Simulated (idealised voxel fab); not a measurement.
process module | voxel air gaps
cross-section cut | 285 nm wide | cells 5 nm
A cross-section is a grid of square cells, given in bands from the top down. A band is one or more rows of cells.
Each band's line starts with the height of the band's top and of its bottom, in nm. Then come its materials from left to right, each with its width in nm. One material with "throughout" fills the band from edge to edge. "air" is empty space.
Height 0 is the level under which the wafer as received is all one material. The lowest band goes on downwards, as in "0 down".
A width such as "30 to 40" changes by the same amount from each row of cells to the next, from the band's top row to its bottom row.
"no change" after a step means that no cell of the cross-section changed.
closed voids: empty space of 8 cells or more with no open way to the top, each as width x height at its distance from the left edge, in nm
after a step's settings: what the simulator itself notes on the step
overlay nm, on a step with a mask: how far to the right of its planned place the mask lay; to the left if negative
plan
1 op RECEIVE | material Si
2 op CONFORMAL_DEP | material SiO2 | thk nm 10
3 op CONFORMAL_DEP | material SiCN | thk nm 5
4 op DIRECTIONAL_DEP | material SiO2 | thk nm 40
5 op MASKED_ETCH | tone open | mask id LINES | width nm 25 | pitch nm 50 | etch materials SiO2 | depth nm 40 | overlay nm 0
6 op CONFORMAL_DEP | material TiN | thk nm 5
7 op FILL_DEP | material W | thk nm 10
8 op CMP | height nm 55
9 op EPI | material Ru | thk nm 10
10 op SELECTIVE_ETCH | etch materials SiO2 | depth nm 50
11 op CONFORMAL_DEP | material SiCN | thk nm 5
as received, after step 1
  0 down: Si throughout
  closed voids: none
first wafer at the end, as planned
  70 to 65: air 65 | SiCN 155 | air 65
  65 to 55: air 65 | SiCN 5 | Ru 45 | SiCN 5 | Ru 45 | SiCN 5 | Ru 45 | SiCN 5 | air 65
  55 to 50: air 65 | SiCN 15 | TiN 5 | W 15 | TiN 5 | SiCN 25 | TiN 5 | W 15 | TiN 5 | SiCN 25 | TiN 5 | W 15 | TiN 5 | SiCN 15 | air 65
  50 to 20: air 75 | SiCN 5 | TiN 5 | W 15 | TiN 5 | SiCN 5 | air 15 | SiCN 5 | TiN 5 | W 15 | TiN 5 | SiCN 5 | air 15 | SiCN 5 | TiN 5 | W 15 | TiN 5 | SiCN 5 | air 75
  20 to 15: SiCN 80 | TiN 25 | SiCN 25 | TiN 25 | SiCN 25 | TiN 25 | SiCN 80
  15 to 10: SiCN throughout
  10 to 0: SiO2 throughout
  0 down: Si throughout
  closed voids: 15 x 30 at 110; 15 x 30 at 160
second wafer at the end: like start, like plan, one mistake
  80 to 75: air 55 | SiCN 175 | air 55
  75 to 55: air 55 | SiCN 5 | Ru 165 | SiCN 5 | air 55
  55 to 50: air 55 | SiCN 25 | TiN 5 | W 15 | TiN 5 | SiO2 25 | TiN 5 | W 15 | TiN 5 | SiO2 25 | TiN 5 | W 15 | TiN 5 | SiCN 25 | air 55
  50 to 20: air 75 | SiCN 5 | TiN 5 | W 15 | TiN 5 | SiO2 25 | TiN 5 | W 15 | TiN 5 | SiO2 25 | TiN 5 | W 15 | TiN 5 | SiCN 5 | air 75
  20 to 15: SiCN 80 | TiN 25 | SiO2 25 | TiN 25 | SiO2 25 | TiN 25 | SiCN 80
  15 to 10: SiCN throughout
  10 to 0: SiO2 throughout
  0 down: Si throughout
  closed voids: none
what went wrong: step 9 was run twice
at the end the second wafer has, in cells: 78 more of Ru | 36 fewer of SiCN | 80 more of SiO2
closed voids at the end (first wafer, second wafer): 2, 0
